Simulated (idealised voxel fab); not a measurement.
Process module name: voxel self aligned contacts
Pictured: cross-section cut, 220 nm wide, on a grid of 5 nm square cells.
Heads up, the way a cross-section reads in here is a grid of square cells, handed over as bands from the top down, with every band being one or more rows of cells. Read a band's entry like this: the first values are the height of its top and the height of its bottom in nm, and what follows is the sequence of materials from left to right, each with its width in nm. Note that "air" is empty space, and that a single material marked "throughout" reaches across the band from edge to edge. Measure heights from 0. That's the level where, below it, the as-received wafer is all one material. The lowest band is bottomless and extends downward; write it as in "z 0 and below". You'd read "30->40" like this: the band's top row of cells is as wide as the first number, its bottom row is as wide as the second, and going down, every row changes width by the same amount as the row before did. Any step labelled "remained the same" changed none of the cells in the cross-section. "Completely enclosed voids" contains a list of empty spaces, each no smaller than 8 cells and without an open way to the top, written in the form width x height at distance with the distance from the left edge and all three in nm. The remark found on a step's line after its settings is issued by the simulator itself and pertains to that step. overlay nm: on a step with a mask, how far right of its planned place the mask lay; negative means left.

Planned step list for the process:
- 1: RECEIVE (material Si)
- 2: CONFORMAL_DEP (material SiO2; thk nm 5)
- 3: DIRECTIONAL_DEP (material polySi; thk nm 30)
- 4: DIRECTIONAL_DEP (material SiN; thk nm 15)
- 5: PATTERN (tone cover; mask id GATE; material resist; width nm 25; pitch nm 55; thk nm 20; overlay nm 0)
- 6: DIRECTIONAL_ETCH (etch materials SiN; depth nm 15)
- 7: DIRECTIONAL_ETCH (etch materials polySi; depth nm 30)
- 8: STRIP (etch materials resist)
- 9: CONFORMAL_DEP (material SiN; thk nm 5)
- 10: DIRECTIONAL_ETCH (etch materials SiN; depth nm 5)
- 11: FILL_DEP (material SiO2; thk nm 10)
- 12: CMP (height nm 55)
- 13: PATTERN (tone open; mask id CONTACT; material resist; width nm 40; pitch nm 55; thk nm 20; overlay nm 0)
- 14: DIRECTIONAL_ETCH (etch materials SiO2; depth nm 55)
- 15: STRIP (etch materials resist)
- 16: CONFORMAL_DEP (material TiN; thk nm 5)
- 17: FILL_DEP (material W; thk nm 5)
- 18: CMP (height nm 55)
- 19: CONFORMAL_DEP (material SiCN; thk nm 5)

Received-state cross-section, reflecting completion of step 1:
- z 0 and below: Si throughout
- Completely enclosed voids: none

Post-module cross-section: identical start and plan to those above, one misstep in execution:
- z 60 to 55: SiCN throughout
- z 55 to 50: SiO2=50 / TiN=25 / W=10 / TiN=5 / SiO2=15 / TiN=25 / W=10 / TiN=5 / SiO2=75
- z 50 to 35: SiO2=35 / SiN=35 / TiN=5 / W=10 / TiN=5 / SiN=35 / TiN=5 / W=10 / TiN=5 / SiN=35 / SiO2=40
- z 35 to 5: SiO2=35 / SiN=5 / polySi=25 / SiN=5 / TiN=5 / W=10 / TiN=5 / SiN=5 / polySi=25 / SiN=5 / TiN=5 / W=10 / TiN=5 / SiN=5 / polySi=25 / SiN=5 / SiO2=40
- z 5 to 0: SiO2=70 / TiN=20 / SiO2=35 / TiN=20 / SiO2=75
- z 0 and below: Si throughout
- Completely enclosed voids: none
Want to know what went wrong? off-plan run, step 13, actual operation and settings PATTERN (tone open; mask id CONTACT; material resist; width nm 40; pitch nm 55; thk nm 20; overlay nm -10)
